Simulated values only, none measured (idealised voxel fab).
The following is a process module called voxel tone inversion.
Xsec cut, 210 nm wide, square cell size 5 nm.
Cross-section spec: square-cell grid; bands listed top down; each band is one or more rows.
Quick guide to a band line: top height, bottom height (nm) up front; then every material left to right with its width in nm. Only one material and it's marked "full width"? Then it fills the band edge to edge. And "empty" just means empty space.
Ref level 0: as-received wafer is one material below here. Bottom band extends down with no lower bound ("0 down").
Quick explanation for "30 to 40": the width changes in equal steps down the rows of cells, from the first number in the band's top row to the second number in its bottom row.
Step note "identical to before" = no cross-section cell changed.
Each empty space that has no open way to the top and spans at least 8 cells appears under "Voids, enclosed" as width x height at distance, the distance counted from the left edge, all in nm.
Where a step's line continues beyond its settings, the continuation is a remark by the simulator itself on that step.
overlay nm: right-of-plan distance of the mask on a masked step; negative values mean left-of-plan.
SET OUT BELOW ARE THE PLANNED STEPS OF THE PROCESS
| 1 | RECEIVE,material Si |
| 2 | CONFORMAL_DEP,material SiCN,thk nm 5 |
| 3 | DIRECTIONAL_DEP,material aC,thk nm 20 |
| 4 | PATTERN,tone cover,mask id POSTS,material resist,width nm 15,pitch nm 45,thk nm 30,overlay nm 0 |
| 5 | DIRECTIONAL_ETCH,etch materials aC,depth nm 20 |
| 6 | STRIP,etch materials resist |
| 7 | FILL_DEP,material SiO2,thk nm 5 |
| 8 | CMP,height nm 25 |
| 9 | STRIP,etch materials aC |
CROSS-SECTION OF THE INCOMING WAFER, STATE AFTER STEP 1
* 0 down  Si full width
* Voids, enclosed: none
AS-PLANNED RUN: CROSS-SECTION OF THE FIRST OF TWO WAFERS AT END OF MODULE
* 25 to 5  75 of SiO2; 15 of empty; 30 of SiO2; 15 of empty; 75 of SiO2
* 5 to 0  SiCN full width
* 0 down  Si full width
* Voids, enclosed: none
WAFER TWO CROSS-SECTION, MODULE END. START AND PLAN UNCHANGED FROM WAFER ONE; ONE MISTAKE MADE DURING THE RUN
* 25 to 20  SiCN full width
* 20 to 0  aC full width
* 0 down  Si full width
* Voids, enclosed: none
Run error: step 3 occupied the plan position of step 2, and the converse holds as well
At the finish, the second wafer shows more or fewer cells for some materials than the first does: 144 fewer of SiO2 | 168 more of aC
